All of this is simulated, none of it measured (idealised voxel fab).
This section sets out a process module, namely voxel released beams.
Cross-section cut spans 300 nm and uses square cells 5 nm in size.
Just so we're on the same page, the cross-sections are grids of square cells, and they're listed out in bands top to bottom, each band one or more rows deep.
Per band: top height and bottom height in nm, followed by the left-to-right materials and their widths in nm; "everywhere" marks a single material spanning edge to edge, "empty" marks empty space.
The reference from which all heights are counted is 0, the level beneath which the as-received wafer is entirely one material; the lowest band, having no lower bound, proceeds downward and is written after the example "top 0, no bottom".
It should be noted that a width expressed as "30->40" varies in equal increments from row to row of cells within the band, taking the value of the first number at the top row and that of the second number at the bottom row.
Any step labelled "nothing got changed" changed none of the cells in the cross-section.
Basically, "Enclosed cavities" tells you about the enclosed voids: empty spaces with no open way to the top, 8 cells or bigger, each written width x height at distance, where distance is from the left edge, all in nm.
That trailing text on a step's line, after the settings, is the simulator's own remark on the step.
A step's line can hold "overlay nm"; with a mask on that step, the setting says how far right of the planned place the mask lay, while a negative setting says it lay to the left.
Planned process steps:
1) RECEIVE with material Si
2) CONFORMAL_DEP with material SiN, thk nm 5
3) DIRECTIONAL_DEP with material SiO2, thk nm 10
4) DIRECTIONAL_DEP with material aC, thk nm 10
5) PATTERN with tone open, mask id ANCHOR, material resist, width nm 40, thk nm 25, overlay nm 0
6) DIRECTIONAL_ETCH with etch materials aC, depth nm 10
7) STRIP with etch materials resist
8) DIRECTIONAL_ETCH with etch materials SiO2, depth nm 10
9) STRIP with etch materials aC
10) CONFORMAL_DEP with material W, thk nm 15
11) DIRECTIONAL_DEP with material aC, thk nm 15
12) PATTERN with tone cover, mask id BEAM, material resist, width nm 90, thk nm 30, overlay nm 0
13) DIRECTIONAL_ETCH with etch materials aC, depth nm 15
14) STRIP with etch materials resist
15) DIRECTIONAL_ETCH with etch materials W, depth nm 15
16) STRIP with etch materials aC
17) STRIP with etch materials SiO2
Of two wafers, the first: run according to plan:
Wafer at receipt (post step 1), cross-section:
> top 0, no bottom  Si everywhere
> Enclosed cavities: none
After step 2:
> top 5, bottom 0  SiN everywhere
> Below 0 it's all the same as before, nothing changed down there.
After step 3:
> top 15, bottom 5  SiO2 everywhere
> Below 5 it's all the same as before, nothing changed down there.
After step 4:
> top 25, bottom 15  aC everywhere
> Below 15 it's all the same as before, nothing changed down there.
After step 5:
> top 50, bottom 25  resist=105 / empty=40 / resist=155
> Below 25 it's all the same as before, nothing changed down there.
After step 6:
> top 40, bottom 25  resist=105 / empty=40 / resist=155
> top 25, bottom 15  aC=105 / empty=40 / aC=155
> Below 15 it's all the same as before, nothing changed down there.
After step 7:
> top 25, bottom 15  aC=105 / empty=40 / aC=155
> Below 15 it's all the same as before, nothing changed down there.
After step 8:
> top 25, bottom 15  aC=105 / empty=40 / aC=155
> top 15, bottom 5  SiO2=105 / empty=40 / SiO2=155
> Below 5 it's all the same as before, nothing changed down there.
After step 9:
> top 15, bottom 5  SiO2=105 / empty=40 / SiO2=155
> Below 5 it's all the same as before, nothing changed down there.
After step 10:
> top 30, bottom 20  W=120 / empty=10 / W=170
> top 20, bottom 15  W everywhere
> top 15, bottom 5  SiO2=105 / W=40 / SiO2=155
> Below 5 it's all the same as before, nothing changed down there.
After step 11:
> top 45, bottom 35  aC=120 / empty=10 / aC=170
> top 35, bottom 30  aC everywhere
> top 30, bottom 20  W=120 / aC=10 / W=170
> Below 20 it's all the same as before, nothing changed down there.
After step 12:
> top 75, bottom 45  empty=100 / resist=90 / empty=110
> top 45, bottom 35  aC=120 / resist=10 / aC=170
> Below 35 it's all the same as before, nothing changed down there.
After step 13:
> top 60, bottom 45  empty=100 / resist=90 / empty=110
> top 45, bottom 35  empty=100 / aC=20 / resist=10 / aC=60 / empty=110
> top 35, bottom 30  empty=100 / aC=90 / empty=110
> Below 30 it's all the same as before, nothing changed down there.
After step 14:
> top 45, bottom 35  empty=100 / aC=20 / empty=10 / aC=60 / empty=110
> Below 35 it's all the same as before, nothing changed down there.
After step 15:
> top 45, bottom 35  empty=100 / aC=20 / empty=10 / aC=60 / empty=110
> top 35, bottom 30  empty=100 / aC=90 / empty=110
> top 30, bottom 20  empty=100 / W=20 / aC=10 / W=60 / empty=110
> top 20, bottom 15  empty=100 / W=90 / empty=110
> Below 15 it's all the same as before, nothing changed down there.
After step 16:
> top 30, bottom 20  empty=100 / W=20 / empty=10 / W=60 / empty=110
> Below 20 it's all the same as before, nothing changed down there.
After step 17:
> top 30, bottom 20  empty=100 / W=20 / empty=10 / W=60 / empty=110
> top 20, bottom 15  empty=100 / W=90 / empty=110
> top 15, bottom 5  empty=105 / W=40 / empty=155
> Below 5 it's all the same as before, nothing changed down there.
Wafer two. Same start, same plan, one slip in execution. Same as wafer one through step 4, inclusive:
What the second wafer looks like in cross-section when step 5 should have wrapped up:
> top 50, bottom 25  resist=100 / empty=50 / resist=150
> Below 25 it's all the same as before, nothing changed down there.
What the second wafer looks like in cross-section when step 6 should have wrapped up:
> top 40, bottom 25  resist=100 / empty=50 / resist=150
> top 25, bottom 15  aC=100 / empty=50 / aC=150
> Below 15 it's all the same as before, nothing changed down there.
What the second wafer looks like in cross-section when step 7 should have wrapped up:
> top 25, bottom 15  aC=100 / empty=50 / aC=150
> Below 15 it's all the same as before, nothing changed down there.
What the second wafer looks like in cross-section when step 8 should have wrapped up:
> top 25, bottom 15  aC=100 / empty=50 / aC=150
> top 15, bottom 5  SiO2=100 / empty=50 / SiO2=150
> Below 5 it's all the same as before, nothing changed down there.
What the second wafer looks like in cross-section when step 9 should have wrapped up:
> top 15, bottom 5  SiO2=100 / empty=50 / SiO2=150
> Below 5 it's all the same as before, nothing changed down there.
What the second wafer looks like in cross-section when step 10 should have wrapped up:
> top 30, bottom 20  W=115 / empty=20 / W=165
> top 20, bottom 15  W everywhere
> top 15, bottom 5  SiO2=100 / W=50 / SiO2=150
> Below 5 it's all the same as before, nothing changed down there.
What the second wafer looks like in cross-section when step 11 should have wrapped up:
> top 45, bottom 35  aC=115 / empty=20 / aC=165
> top 35, bottom 30  aC everywhere
> top 30, bottom 20  W=115 / aC=20 / W=165
> Below 20 it's all the same as before, nothing changed down there.
What the second wafer looks like in cross-section when step 12 should have wrapped up:
> top 75, bottom 45  empty=100 / resist=90 / empty=110
> top 45, bottom 35  aC=115 / resist=20 / aC=165
> Below 35 it's all the same as before, nothing changed down there.
What the second wafer looks like in cross-section when step 13 should have wrapped up:
> top 60, bottom 45  empty=100 / resist=90 / empty=110
> top 45, bottom 35  empty=100 / aC=15 / resist=20 / aC=55 / empty=110
> top 35, bottom 30  empty=100 / aC=90 / empty=110
> Below 30 it's all the same as before, nothing changed down there.
What the second wafer looks like in cross-section when step 14 should have wrapped up:
> top 45, bottom 35  empty=100 / aC=15 / empty=20 / aC=55 / empty=110
> Below 35 it's all the same as before, nothing changed down there.
What the second wafer looks like in cross-section when step 15 should have wrapped up:
> top 45, bottom 35  empty=100 / aC=15 / empty=20 / aC=55 / empty=110
> top 35, bottom 30  empty=100 / aC=90 / empty=110
> top 30, bottom 20  empty=100 / W=15 / aC=20 / W=55 / empty=110
> top 20, bottom 15  empty=100 / W=90 / empty=110
> Below 15 it's all the same as before, nothing changed down there.
What the second wafer looks like in cross-section when step 16 should have wrapped up:
> top 30, bottom 20  empty=100 / W=15 / empty=20 / W=55 / empty=110
> Below 20 it's all the same as before, nothing changed down there.
What the second wafer looks like in cross-section when step 17 should have wrapped up:
> top 30, bottom 20  empty=100 / W=15 / empty=20 / W=55 / empty=110
> top 20, bottom 15  empty=100 / W=90 / empty=110
> top 15, bottom 5  empty=100 / W=50 / empty=150
> Below 5 it's all the same as before, nothing changed down there.
The mistake made against the process plan was this: contrary to plan, step 5 was performed as PATTERN with tone open, mask id ANCHOR, material resist, width nm 50, thk nm 25, overlay nm 0
Final state: per-material cell counts identical on both wafers; locations differ.
